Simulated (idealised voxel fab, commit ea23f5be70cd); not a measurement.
Proc. module: voxel ribs on slabs
The cross-section on display is named cut; it measures 270 nm wide, and its cells are 5 nm squares.
If you're reading a cross-section in this doc, picture square cells in a grid; it comes to you as bands, top ones listed first down to the bottom, and a band can be one or more rows of cells.
What a band's entry tells you: where the top is and where the bottom is, as heights in nm, and after that what lies inside, material by material from left to right, each with its width in nm. Empty space is written as the word "blank", and a single material marked with the word "all across" occupies the band from edge to edge.
Where do heights start? At 0: under that level the wafer as delivered is made of one material only. And the lowest band has no floor; it just carries on downward, as in "top 0, no bottom".
Width: "30->40" (first number = top row, second number = bottom row, same change from row to row of cells).
"no modifications" -> step changed no cross-section cell.
Heads up: "Cavities, closed" only lists the empty pockets with no open path to the top that are 8 cells or more, and it writes them as width x height at distance, distance from the left edge, in nm.
Post-settings text on a step line: simulator's own remark regarding the step.
overlay nm: for a step with a mask, the amount by which the mask lay right of where it was planned; a negative amount means left of it.
**Steps in the process plan**
step 1: RECEIVE (material Si)
step 2: DIRECTIONAL_DEP (material SiO2; thk nm 25)
step 3: DIRECTIONAL_DEP (material SiN; thk nm 20)
step 4: PATTERN (tone cover; mask id RIB; material resist; width nm 30; thk nm 15; overlay nm 0)
step 5: DIRECTIONAL_ETCH (etch materials SiN; depth nm 15)
step 6: STRIP (etch materials resist)
step 7: MASKED_ETCH (tone cover; mask id SLAB; width nm 80; etch materials SiN; depth nm 5; overlay nm 0)
step 8: FILL_DEP (material SiO2; thk nm 25)
step 9: CMP (height nm 65)
step 10: DIRECTIONAL_DEP (material TiN; thk nm 5)
step 11: DIRECTIONAL_DEP (material aC; thk nm 15)
step 12: PATTERN (tone cover; mask id HEATER; material resist; width nm 40; thk nm 35; overlay nm 0)
step 13: DIRECTIONAL_ETCH (etch materials aC; depth nm 15)
step 14: STRIP (etch materials resist)
step 15: DIRECTIONAL_ETCH (etch materials TiN; depth nm 5)
step 16: STRIP (etch materials aC)
step 17: CONFORMAL_DEP (material SiO2; thk nm 10)
**Of two wafers, the first: run according to plan**
**as received, after step 1**
	top 0, no bottom: Si all across
	Cavities, closed: none
**Cross-sectional representation of the wafer at the conclusion of step 2**
	top 25, bottom 0: SiO2 all across
	All layers under 0 are left as they were.
**Cross-sectional representation of the wafer at the conclusion of step 3**
	top 45, bottom 25: SiN all across
	All layers under 25 are left as they were.
**Cross-sectional representation of the wafer at the conclusion of step 4**
	top 60, bottom 45: blank 120 nm | resist 30 nm | blank 120 nm
	All layers under 45 are left as they were.
**Cross-sectional representation of the wafer at the conclusion of step 5**
	top 60, bottom 45: blank 120 nm | resist 30 nm | blank 120 nm
	top 45, bottom 30: blank 120 nm | SiN 30 nm | blank 120 nm
	All layers under 30 are left as they were.
**Cross-sectional representation of the wafer at the conclusion of step 6**
	top 45, bottom 30: blank 120 nm | SiN 30 nm | blank 120 nm
	All layers under 30 are left as they were.
**Cross-sectional representation of the wafer at the conclusion of step 7**
	top 45, bottom 30: blank 120 nm | SiN 30 nm | blank 120 nm
	top 30, bottom 25: blank 95 nm | SiN 80 nm | blank 95 nm
	All layers under 25 are left as they were.
**Cross-sectional representation of the wafer at the conclusion of step 8**
	top 70, bottom 45: SiO2 all across
	top 45, bottom 30: SiO2 120 nm | SiN 30 nm | SiO2 120 nm
	top 30, bottom 25: SiO2 95 nm | SiN 80 nm | SiO2 95 nm
	All layers under 25 are left as they were.
**Cross-sectional representation of the wafer at the conclusion of step 9**
	top 65, bottom 45: SiO2 all across
	All layers under 45 are left as they were.
**Cross-sectional representation of the wafer at the conclusion of step 10**
	top 70, bottom 65: TiN all across
	All layers under 65 are left as they were.
**Cross-sectional representation of the wafer at the conclusion of step 11**
	top 85, bottom 70: aC all across
	All layers under 70 are left as they were.
**Cross-sectional representation of the wafer at the conclusion of step 12**
	top 120, bottom 85: blank 115 nm | resist 40 nm | blank 115 nm
	All layers under 85 are left as they were.
**Cross-sectional representation of the wafer at the conclusion of step 13**
	top 105, bottom 85: blank 115 nm | resist 40 nm | blank 115 nm
	top 85, bottom 70: blank 115 nm | aC 40 nm | blank 115 nm
	All layers under 70 are left as they were.
**Cross-sectional representation of the wafer at the conclusion of step 14**
	top 85, bottom 70: blank 115 nm | aC 40 nm | blank 115 nm
	All layers under 70 are left as they were.
**Cross-sectional representation of the wafer at the conclusion of step 15**
	top 85, bottom 70: blank 115 nm | aC 40 nm | blank 115 nm
	top 70, bottom 65: blank 115 nm | TiN 40 nm | blank 115 nm
	All layers under 65 are left as they were.
**Cross-sectional representation of the wafer at the conclusion of step 16**
	top 70, bottom 65: blank 115 nm | TiN 40 nm | blank 115 nm
	All layers under 65 are left as they were.
**Cross-sectional representation of the wafer at the conclusion of step 17**
	top 80, bottom 75: blank 105 nm | SiO2 60 nm | blank 105 nm
	top 75, bottom 70: SiO2 all across
	top 70, bottom 65: SiO2 115 nm | TiN 40 nm | SiO2 115 nm
	All layers under 65 are left as they were.
**Wafer two: like wafer one in start and plan, but with one mistake in execution; identical up to and including step 3**
**Second wafer cross-section, taken as of the time the plan sets for step 4 to be done**
	top 60, bottom 45: blank 125 nm | resist 25 nm | blank 120 nm
	All layers under 45 are left as they were.
**Second wafer cross-section, taken as of the time the plan sets for step 5 to be done**
	top 60, bottom 45: blank 125 nm | resist 25 nm | blank 120 nm
	top 45, bottom 30: blank 125 nm | SiN 25 nm | blank 120 nm
	All layers under 30 are left as they were.
**Second wafer cross-section, taken as of the time the plan sets for step 6 to be done**
	top 45, bottom 30: blank 125 nm | SiN 25 nm | blank 120 nm
	All layers under 30 are left as they were.
**Second wafer cross-section, taken as of the time the plan sets for step 7 to be done**
	top 45, bottom 30: blank 125 nm | SiN 25 nm | blank 120 nm
	top 30, bottom 25: blank 95 nm | SiN 80 nm | blank 95 nm
	All layers under 25 are left as they were.
**Second wafer cross-section, taken as of the time the plan sets for step 8 to be done**
	top 70, bottom 45: SiO2 all across
	top 45, bottom 30: SiO2 125 nm | SiN 25 nm | SiO2 120 nm
	top 30, bottom 25: SiO2 95 nm | SiN 80 nm | SiO2 95 nm
	All layers under 25 are left as they were.
**Second wafer cross-section, taken as of the time the plan sets for step 9 to be done**
	top 65, bottom 45: SiO2 all across
	All layers under 45 are left as they were.
**Second wafer cross-section, taken as of the time the plan sets for step 10 to be done**
	top 70, bottom 65: TiN all across
	All layers under 65 are left as they were.
**Second wafer cross-section, taken as of the time the plan sets for step 11 to be done**
	top 85, bottom 70: aC all across
	All layers under 70 are left as they were.
**Second wafer cross-section, taken as of the time the plan sets for step 12 to be done**
	top 120, bottom 85: blank 115 nm | resist 40 nm | blank 115 nm
	All layers under 85 are left as they were.
**Second wafer cross-section, taken as of the time the plan sets for step 13 to be done**
	top 105, bottom 85: blank 115 nm | resist 40 nm | blank 115 nm
	top 85, bottom 70: blank 115 nm | aC 40 nm | blank 115 nm
	All layers under 70 are left as they were.
**Second wafer cross-section, taken as of the time the plan sets for step 14 to be done**
	top 85, bottom 70: blank 115 nm | aC 40 nm | blank 115 nm
	All layers under 70 are left as they were.
**Second wafer cross-section, taken as of the time the plan sets for step 15 to be done**
	top 85, bottom 70: blank 115 nm | aC 40 nm | blank 115 nm
	top 70, bottom 65: blank 115 nm | TiN 40 nm | blank 115 nm
	All layers under 65 are left as they were.
**Second wafer cross-section, taken as of the time the plan sets for step 16 to be done**
	top 70, bottom 65: blank 115 nm | TiN 40 nm | blank 115 nm
	All layers under 65 are left as they were.
**Second wafer cross-section, taken as of the time the plan sets for step 17 to be done**
	top 80, bottom 75: blank 105 nm | SiO2 60 nm | blank 105 nm
	top 75, bottom 70: SiO2 all across
	top 70, bottom 65: SiO2 115 nm | TiN 40 nm | SiO2 115 nm
	All layers under 65 are left as they were.
Short version of what went wrong: step 4 was run on a setting that differed from the plan, and what really ran there is PATTERN (tone cover; mask id RIB; material resist; width nm 25; thk nm 15; overlay nm 0)
Materials where the second wafer ends with more or fewer cells than the first: 3 fewer of SiN | 3 more of SiO2
